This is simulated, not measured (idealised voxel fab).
Process module name: voxel wiring stack
Xsec cut, 170 nm wide, square cell size 5 nm.
Cross-section, as written here: a square-cell grid given band by band from the top down, where a band holds one or more rows of cells. First you get the band's top height and its bottom height, in nm, and then the materials it's made of, left to right, with each width in nm. If you see a single material with "everywhere", that one covers the band edge to edge. "empty" is empty space. Ref level 0: as-received wafer is one material below here. Bottom band extends down with no lower bound ("0 and below"). Width "30 to 40": first value at the band's top row of cells, second value at its bottom row, equal change from row to row. A step reported as "same as before" is a step in which no cell of the cross-section changed. Empty spaces without an open route to the top, at least 8 cells in extent, make up the entry "Trapped void list"; each is given as width x height at distance, where the distance is measured from the left edge, and all are in nm. Heads up: the bit after the settings on a step's line is the simulator's remark on that step. overlay nm: how far to the right of its planned place the mask lay on this masked step (negative: to the left).

### Steps in the process plan
1. op RECEIVE | material Si
2. op CONFORMAL_DEP | material SiO2 | thk nm 15
3. op CONFORMAL_DEP | material SiCN | thk nm 5
4. op DIRECTIONAL_DEP | material lowk | thk nm 25
5. op MASKED_ETCH | tone open | mask id METAL_1 | width nm 25 | pitch nm 55 | etch materials lowk | depth nm 25 | overlay nm 0
6. op MASKED_ETCH | tone open | mask id METAL_1 | width nm 25 | pitch nm 55 | etch materials SiCN | depth nm 5 | overlay nm 0
7. op CONFORMAL_DEP | material TiN | thk nm 5
8. op FILL_DEP | material Ru | thk nm 10
9. op CMP | height nm 45
10. op CONFORMAL_DEP | material SiCN | thk nm 5
11. op DIRECTIONAL_DEP | material SiO2 | thk nm 35
12. op PATTERN | tone open | mask id METAL_2_HOLES | material resist | width nm 15 | pitch nm 55 | thk nm 15 | overlay nm 0
13. op DIRECTIONAL_ETCH | etch materials SiO2 | depth nm 35
14. op STRIP | etch materials resist
15. op DIRECTIONAL_DEP | material aC | thk nm 10
16. op PATTERN | tone open | mask id METAL_2 | material resist | width nm 25 | pitch nm 55 | thk nm 30 | overlay nm 0
17. op DIRECTIONAL_ETCH | etch materials aC | depth nm 10
18. op STRIP | etch materials resist
19. op DIRECTIONAL_ETCH | etch materials SiO2 | depth nm 20
20. op DIRECTIONAL_ETCH | etch materials SiCN | depth nm 5
21. op STRIP | etch materials aC
22. op CONFORMAL_DEP | material TiN | thk nm 5
23. op FILL_DEP | material Cu | thk nm 5
24. op CMP | height nm 85
25. op CONFORMAL_DEP | material SiCN | thk nm 5

### Shown in cross-section is the wafer as received, that is, as it stands after step 1
0 and below  Si everywhere
Trapped void list: none

### Module complete, cross-section. Starting point and plan per above. One mistake made in running the module
90 down to 85  SiCN everywhere
85 down to 70  15 of SiO2 | 5 of TiN | 15 of Cu | 5 of TiN | 30 of SiO2 | 5 of TiN | 15 of Cu | 5 of TiN | 30 of SiO2 | 5 of TiN | 15 of Cu | 5 of TiN | 20 of SiO2
70 down to 65  15 of SiO2 | 5 of TiN | 5 of Cu | 15 of TiN | 30 of SiO2 | 5 of TiN | 5 of Cu | 15 of TiN | 30 of SiO2 | 5 of TiN | 5 of Cu | 15 of TiN | 20 of SiO2
65 down to 50  15 of SiO2 | 5 of TiN | 5 of Cu | 5 of TiN | 40 of SiO2 | 5 of TiN | 5 of Cu | 5 of TiN | 40 of SiO2 | 5 of TiN | 5 of Cu | 5 of TiN | 30 of SiO2
50 down to 45  15 of SiCN | 15 of TiN | 40 of SiCN | 15 of TiN | 40 of SiCN | 15 of TiN | 30 of SiCN
45 down to 20  15 of lowk | 5 of TiN | 15 of Ru | 5 of TiN | 30 of lowk | 5 of TiN | 15 of Ru | 5 of TiN | 30 of lowk | 5 of TiN | 15 of Ru | 5 of TiN | 20 of lowk
20 down to 15  15 of SiCN | 25 of TiN | 30 of SiCN | 25 of TiN | 30 of SiCN | 25 of TiN | 20 of SiCN
15 down to 0  SiCN everywhere
0 and below  Si everywhere
Trapped void list: none
What was the processing mistake? step 2 was run on a setting that differed from the plan, and what really ran there is op CONFORMAL_DEP | material SiCN | thk nm 15
